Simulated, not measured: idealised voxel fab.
voxel capacitor over wiring: a process module
Each square cell in cross-section cut measures 5 nm, and the section as a whole is 245 nm wide.
Think of the cross-section as a grid of square cells. We describe it in bands, top to bottom, and each band covers one or more rows of those cells. Top, bottom (nm), then materials left to right with widths (nm); lone material tagged "full width" fills the whole band edge to edge; "air" = empty space. Heads up on the height convention: 0 is the point under which the incoming wafer is all one material, and the lowest band has no bottom, it just keeps going down, like "0 -> down". Per-row width for "30->40": begins at first number (top row of band), ends at second number (bottom row), increment between rows held constant. Step note "left unchanged" = no cross-section cell changed. If an empty space has no open way to the top and is at least 8 cells in size, "Entrapped void list" lists it, written width x height at distance, where distance is measured from the left edge and every value is in nm. after a step's settings: what the simulator itself notes on the step. overlay nm: how far to the right of its planned place the mask lay on this masked step (negative: to the left).

-- Steps planned for the process
1,RECEIVE: material Si
2,CONFORMAL_DEP: material SiO2, thk nm 15
3,CONFORMAL_DEP: material SiN, thk nm 5
4,DIRECTIONAL_DEP: material SiO2, thk nm 25
5,DIRECTIONAL_DEP: material aC, thk nm 10
6,PATTERN: tone open, mask id METAL_1, material resist, width nm 30, pitch nm 95, thk nm 30, overlay nm 0
7,DIRECTIONAL_ETCH: etch materials aC, depth nm 10
8,STRIP: etch materials resist
9,DIRECTIONAL_ETCH: etch materials SiO2, depth nm 25
10,DIRECTIONAL_ETCH: etch materials SiN, depth nm 5
11,STRIP: etch materials aC
12,CONFORMAL_DEP: material TiN, thk nm 5
13,FILL_DEP: material Cu, thk nm 10
14,CMP: height nm 45
15,CONFORMAL_DEP: material SiCN, thk nm 5
16,DIRECTIONAL_DEP: material SiO2, thk nm 15
17,PATTERN: tone open, mask id PLUG_1, material resist, width nm 15, thk nm 20, overlay nm 0
18,DIRECTIONAL_ETCH: etch materials SiO2, depth nm 15
19,DIRECTIONAL_ETCH: etch materials SiCN, depth nm 5
20,STRIP: etch materials resist
21,CONFORMAL_DEP: material TiN, thk nm 5
22,FILL_DEP: material Cu, thk nm 10
23,CMP: height nm 65
24,DIRECTIONAL_DEP: material TiN, thk nm 10
25,DIRECTIONAL_DEP: material HfO2, thk nm 5
26,DIRECTIONAL_DEP: material TiN, thk nm 5
27,PATTERN: tone cover, mask id UPPER_PLATE, material resist, width nm 70, thk nm 15, overlay nm 0
28,DIRECTIONAL_ETCH: etch materials TiN, depth nm 5
29,DIRECTIONAL_ETCH: etch materials HfO2, depth nm 5
30,STRIP: etch materials resist
31,DIRECTIONAL_DEP: material aC, thk nm 10
32,PATTERN: tone cover, mask id LOWER_PLATE, material resist, width nm 80, thk nm 30, overlay nm 0
33,DIRECTIONAL_ETCH: etch materials aC, depth nm 10
34,STRIP: etch materials resist
35,DIRECTIONAL_ETCH: etch materials TiN, depth nm 10
36,STRIP: etch materials aC
37,FILL_DEP: material SiO2, thk nm 15
38,CMP: height nm 95
39,DIRECTIONAL_DEP: material aC, thk nm 15
40,PATTERN: tone open, mask id PLUG_2, material resist, width nm 15, thk nm 35, overlay nm 0
41,DIRECTIONAL_ETCH: etch materials aC, depth nm 15
42,STRIP: etch materials resist
43,DIRECTIONAL_ETCH: etch materials SiO2, depth nm 10
44,STRIP: etch materials aC
45,CONFORMAL_DEP: material TiN, thk nm 5
46,FILL_DEP: material W, thk nm 10
47,CMP: height nm 95
48,CONFORMAL_DEP: material SiN, thk nm 5

-- Wafer as received: cross-section following step 1
  0 -> down: Si full width
  Entrapped void list: none

-- Cross-sectional view of the first of the two wafers upon completion of the module, processed in accordance with the plan
  100 -> 95: SiN full width
  95 -> 90: SiO2 85 / TiN 5 / W 5 / TiN 5 / SiO2 145
  90 -> 80: SiO2 85->75 / TiN 15->70 / SiO2 145->100
  80 -> 75: SiO2 75 / HfO2 70 / SiO2 100
  75 -> 65: SiO2 70 / TiN 80 / SiO2 95
  65 -> 50: SiO2 75 / TiN 5 / Cu 5 / TiN 5 / SiO2 155
  50 -> 45: SiCN 75 / TiN 15 / SiCN 155
  45 -> 20: SiO2 60 / TiN 5 / Cu 20 / TiN 5 / SiO2 65 / TiN 5 / Cu 20 / TiN 5 / SiO2 60
  20 -> 15: SiN 60 / TiN 30 / SiN 65 / TiN 30 / SiN 60
  15 -> 0: SiO2 full width
  0 -> down: Si full width
  Entrapped void list: none

-- Wafer two (of two), end-of-module cross-section: start = wafer one, plan = wafer one, one run mistake
  100 -> 95: SiN full width
  95 -> 90: SiO2 85 / TiN 5 / W 5 / TiN 5 / SiO2 145
  90 -> 80: SiO2 85->75 / TiN 15->70 / SiO2 145->100
  80 -> 75: SiO2 75 / HfO2 70 / SiO2 100
  75 -> 65: SiO2 70 / TiN 80 / SiO2 95
  65 -> 50: SiO2 75 / TiN 5 / Cu 5 / TiN 5 / SiO2 155
  50 -> 45: SiCN 75 / TiN 15 / SiCN 155
  45 -> 35: SiO2 60 / TiN 5 / Cu 20 / TiN 5 / SiO2 65 / TiN 5 / Cu 20 / TiN 5 / SiO2 60
  35 -> 30: SiN 60 / TiN 30 / SiN 65 / TiN 30 / SiN 60
  30 -> 0: SiO2 full width
  0 -> down: Si full width
  Entrapped void list: none
Where did the run depart from the plan? step 2 of the plan was carried out twice
Wafer comparison, final, in cells, second relative to first, materials more or fewer: Cu -24 | SiO2 +36 | TiN -12
